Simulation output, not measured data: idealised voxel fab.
You're looking at the process module voxel wiring stack.
We display cut, a cross-section 215 nm in width whose square cells are each 5 nm.
Just so we're on the same page, the cross-sections are grids of square cells, and they're listed out in bands top to bottom, each band one or more rows deep.
Top height, bottom height, nm. Materials left to right, width each, nm. Single material + "all across" = fills band edge to edge. "air" = empty.
The reference from which all heights are counted is 0, the level beneath which the as-received wafer is entirely one material; the lowest band, having no lower bound, proceeds downward and is written after the example "0 -> down".
The two numbers in a width such as "30->40" mark its ends across the band: the first belongs to the top row of cells, the second to the bottom row, and from each row to the next the width moves by the same amount.
Where a step carries "remains unaltered", the cross-section came out of it unchanged, cell for cell.
So "Enclosed internal cavities" is basically the list of trapped voids: any empty space of 8 cells or more that can't reach the top through an opening. They're written width x height at distance, the distance being from the left edge, and it's all nm.
What comes after the settings on a step's line is commentary from the simulator itself on that step.
On any step carrying a mask, the "overlay nm" setting, if present on the step's line, tells how far right of its planned place the mask lay; negative values point to the left.
Planned process steps:
1,RECEIVE (material Si)
2,CONFORMAL_DEP (material SiO2; thk nm 10)
3,CONFORMAL_DEP (material SiN; thk nm 5)
4,DIRECTIONAL_DEP (material SiO2; thk nm 20)
5,PATTERN (tone open; mask id METAL_1; material resist; width nm 30; pitch nm 50; thk nm 15; overlay nm 0)
6,DIRECTIONAL_ETCH (etch materials SiO2; depth nm 20)
7,DIRECTIONAL_ETCH (etch materials SiN; depth nm 5)
8,STRIP (etch materials resist)
9,CONFORMAL_DEP (material TiN; thk nm 5)
10,FILL_DEP (material W; thk nm 5)
11,CMP (height nm 35)
12,CONFORMAL_DEP (material SiCN; thk nm 5)
13,DIRECTIONAL_DEP (material SiO2; thk nm 10)
14,DIRECTIONAL_DEP (material aC; thk nm 15)
15,PATTERN (tone open; mask id PLUG_1; material resist; width nm 15; pitch nm 100; thk nm 35; overlay nm 0)
16,DIRECTIONAL_ETCH (etch materials aC; depth nm 15)
17,STRIP (etch materials resist)
18,DIRECTIONAL_ETCH (etch materials SiO2; depth nm 10)
19,DIRECTIONAL_ETCH (etch materials SiCN; depth nm 5)
20,STRIP (etch materials aC)
21,EPI (material Ru; thk nm 10)
22,EPI (material Ru; thk nm 5)
23,DIRECTIONAL_DEP (material TiN; thk nm 5)
24,DIRECTIONAL_DEP (material Ru; thk nm 25)
25,PATTERN (tone cover; mask id METAL_2; material resist; width nm 30; pitch nm 50; thk nm 15; overlay nm 0)
26,DIRECTIONAL_ETCH (etch materials Ru; depth nm 25)
27,DIRECTIONAL_ETCH (etch materials TiN; depth nm 5)
28,STRIP (etch materials resist)
29,CONFORMAL_DEP (material SiN; thk nm 5)
30,FILL_DEP (material SiO2; thk nm 5)
31,CMP (height nm 80)
32,CONFORMAL_DEP (material SiCN; thk nm 5)
33,DIRECTIONAL_DEP (material lowk; thk nm 25)
34,DIRECTIONAL_DEP (material aC; thk nm 10)
35,PATTERN (tone open; mask id METAL_3_HOLES; material resist; width nm 15; pitch nm 50; thk nm 30; overlay nm 0)
36,DIRECTIONAL_ETCH (etch materials aC; depth nm 10)
37,STRIP (etch materials resist)
38,DIRECTIONAL_ETCH (etch materials lowk; depth nm 25)
39,STRIP (etch materials aC)
40,DIRECTIONAL_DEP (material aC; thk nm 15)
41,PATTERN (tone open; mask id METAL_3; material resist; width nm 30; pitch nm 50; thk nm 35; overlay nm 0)
42,DIRECTIONAL_ETCH (etch materials aC; depth nm 15)
43,STRIP (etch materials resist)
44,DIRECTIONAL_ETCH (etch materials lowk; depth nm 15)
45,DIRECTIONAL_ETCH (etch materials SiCN; depth nm 5)
46,STRIP (etch materials aC)
47,CONFORMAL_DEP (material TiN; thk nm 5)
48,FILL_DEP (material Cu; thk nm 10)
49,CMP (height nm 110)
50,CONFORMAL_DEP (material SiCN; thk nm 5)
51,DIRECTIONAL_DEP (material lowk; thk nm 15)
52,PATTERN (tone open; mask id PLUG_3; material resist; width nm 15; pitch nm 50; thk nm 20; overlay nm 0)
53,DIRECTIONAL_ETCH (etch materials lowk; depth nm 15)
54,DIRECTIONAL_ETCH (etch materials SiCN; depth nm 5)
55,STRIP (etch materials resist)
56,CONFORMAL_DEP (material TiN; thk nm 5)
57,FILL_DEP (material Ru; thk nm 5)
58,CMP (height nm 130)
59,CONFORMAL_DEP (material SiCN; thk nm 5)
60,DIRECTIONAL_DEP (material SiO2; thk nm 25)
61,MASKED_ETCH (tone open; mask id METAL_4; width nm 30; pitch nm 50; etch materials SiO2; depth nm 25; overlay nm 0)
62,MASKED_ETCH (tone open; mask id METAL_4; width nm 30; pitch nm 50; etch materials SiCN; depth nm 5; overlay nm 0)
63,CONFORMAL_DEP (material TiN; thk nm 5)
64,FILL_DEP (material Cu; thk nm 10)
65,CMP (height nm 160)
66,EPI (material Ru; thk nm 5)
67,FILL_DEP (material SiCN; thk nm 5)
What sets these wafers apart? The thk nm at step 56. They all start alike, and the plan carries the first wafer's value.
This is how the first of several wafers looked in cross-section when it arrived, which is after step 1:
- 0 -> down  Si all across
- Enclosed internal cavities: none
Here is the cross-section of the first of several wafers at the end of the module, after its last step, step 67:
- 170 -> 165  SiCN all across
- 165 -> 160  SiCN=35 / Ru=40 / SiCN=10 / Ru=40 / SiCN=10 / Ru=40 / SiCN=40
- 160 -> 135  SiO2=40 / TiN=5 / Cu=20 / TiN=5 / SiO2=20 / TiN=5 / Cu=20 / TiN=5 / SiO2=20 / TiN=5 / Cu=20 / TiN=5 / SiO2=45
- 135 -> 130  SiCN=40 / TiN=30 / SiCN=20 / TiN=30 / SiCN=20 / TiN=30 / SiCN=45
- 130 -> 115  lowk=40 / TiN=5 / Ru=5 / TiN=5 / lowk=35 / TiN=5 / Ru=5 / TiN=5 / lowk=35 / TiN=5 / Ru=5 / TiN=5 / lowk=60
- 115 -> 110  SiCN=40 / TiN=15 / SiCN=35 / TiN=15 / SiCN=35 / TiN=15 / SiCN=60
- 110 -> 100  lowk=40 / TiN=5 / Cu=20 / TiN=5 / lowk=20 / TiN=5 / Cu=20 / TiN=5 / lowk=20 / TiN=5 / Cu=20 / TiN=5 / lowk=45
- 100 -> 95  lowk=40 / TiN=5 / Cu=5 / TiN=20 / lowk=20 / TiN=5 / Cu=5 / TiN=20 / lowk=20 / TiN=5 / Cu=5 / TiN=20 / lowk=45
- 95 -> 85  lowk=40 / TiN=5 / Cu=5 / TiN=5 / lowk=35 / TiN=5 / Cu=5 / TiN=5 / lowk=35 / TiN=5 / Cu=5 / TiN=5 / lowk=60
- 85 -> 80  SiCN=40 / TiN=15 / SiCN=35 / TiN=15 / SiCN=35 / TiN=15 / SiCN=60
- 80 -> 55  SiO2=35 / SiN=5 / Ru=30 / SiN=5 / SiO2=10 / SiN=5 / Ru=30 / SiN=5 / SiO2=10 / SiN=5 / Ru=30 / SiN=5 / SiO2=40
- 55 -> 50  SiN=40 / TiN=30 / SiN=20 / TiN=30 / SiN=20 / TiN=30 / SiN=45
- 50 -> 40  SiO2=40 / Ru=15 / SiO2=85 / Ru=15 / SiO2=60
- 40 -> 35  SiCN=40 / Ru=15 / SiCN=85 / Ru=15 / SiCN=60
- 35 -> 15  SiO2=40 / TiN=5 / W=20 / TiN=5 / SiO2=20 / TiN=5 / W=20 / TiN=5 / SiO2=20 / TiN=5 / W=20 / TiN=5 / SiO2=45
- 15 -> 10  SiN=40 / TiN=30 / SiN=20 / TiN=30 / SiN=20 / TiN=30 / SiN=45
- 10 -> 0  SiO2 all across
- 0 -> down  Si all across
- Enclosed internal cavities: none
Of the several wafers, the last: cross-section at the end of the module:
- 170 -> 165  SiCN all across
- 165 -> 160  SiCN=35 / Ru=40 / SiCN=10 / Ru=40 / SiCN=10 / Ru=40 / SiCN=40
- 160 -> 135  SiO2=40 / TiN=5 / Cu=20 / TiN=5 / SiO2=20 / TiN=5 / Cu=20 / TiN=5 / SiO2=20 / TiN=5 / Cu=20 / TiN=5 / SiO2=45
- 135 -> 130  SiCN=40 / TiN=30 / SiCN=20 / TiN=30 / SiCN=20 / TiN=30 / SiCN=45
- 130 -> 115  lowk=40 / TiN=15 / lowk=35 / TiN=15 / lowk=35 / TiN=15 / lowk=60
- 115 -> 110  SiCN=40 / TiN=15 / SiCN=35 / TiN=15 / SiCN=35 / TiN=15 / SiCN=60
- 110 -> 100  lowk=40 / TiN=5 / Cu=20 / TiN=5 / lowk=20 / TiN=5 / Cu=20 / TiN=5 / lowk=20 / TiN=5 / Cu=20 / TiN=5 / lowk=45
- 100 -> 95  lowk=40 / TiN=5 / Cu=5 / TiN=20 / lowk=20 / TiN=5 / Cu=5 / TiN=20 / lowk=20 / TiN=5 / Cu=5 / TiN=20 / lowk=45
- 95 -> 85  lowk=40 / TiN=5 / Cu=5 / TiN=5 / lowk=35 / TiN=5 / Cu=5 / TiN=5 / lowk=35 / TiN=5 / Cu=5 / TiN=5 / lowk=60
- 85 -> 80  SiCN=40 / TiN=15 / SiCN=35 / TiN=15 / SiCN=35 / TiN=15 / SiCN=60
- 80 -> 55  SiO2=35 / SiN=5 / Ru=30 / SiN=5 / SiO2=10 / SiN=5 / Ru=30 / SiN=5 / SiO2=10 / SiN=5 / Ru=30 / SiN=5 / SiO2=40
- 55 -> 50  SiN=40 / TiN=30 / SiN=20 / TiN=30 / SiN=20 / TiN=30 / SiN=45
- 50 -> 40  SiO2=40 / Ru=15 / SiO2=85 / Ru=15 / SiO2=60
- 40 -> 35  SiCN=40 / Ru=15 / SiCN=85 / Ru=15 / SiCN=60
- 35 -> 15  SiO2=40 / TiN=5 / W=20 / TiN=5 / SiO2=20 / TiN=5 / W=20 / TiN=5 / SiO2=20 / TiN=5 / W=20 / TiN=5 / SiO2=45
- 15 -> 10  SiN=40 / TiN=30 / SiN=20 / TiN=30 / SiN=20 / TiN=30 / SiN=45
- 10 -> 0  SiO2 all across
- 0 -> down  Si all across
- Enclosed internal cavities: none
Per wafer, end of module: cells gained (+) or lost (-) per material since receipt, then closed voids:
thk nm 5, +93 Cu, +141 Ru, +192 SiCN, +80 SiN, +480 SiO2, +183 TiN, +48 W, +245 lowk, Enclosed internal cavities: none
thk nm 10, +93 Cu, +132 Ru, +192 SiCN, +80 SiN, +480 SiO2, +192 TiN, +48 W, +245 lowk, Enclosed internal cavities: none
thk nm 15, +93 Cu, +132 Ru, +192 SiCN, +80 SiN, +480 SiO2, +192 TiN, +48 W, +245 lowk, Enclosed internal cavities: none
thk nm 20, +93 Cu, +132 Ru, +192 SiCN, +80 SiN, +480 SiO2, +192 TiN, +48 W, +245 lowk, Enclosed internal cavities: none
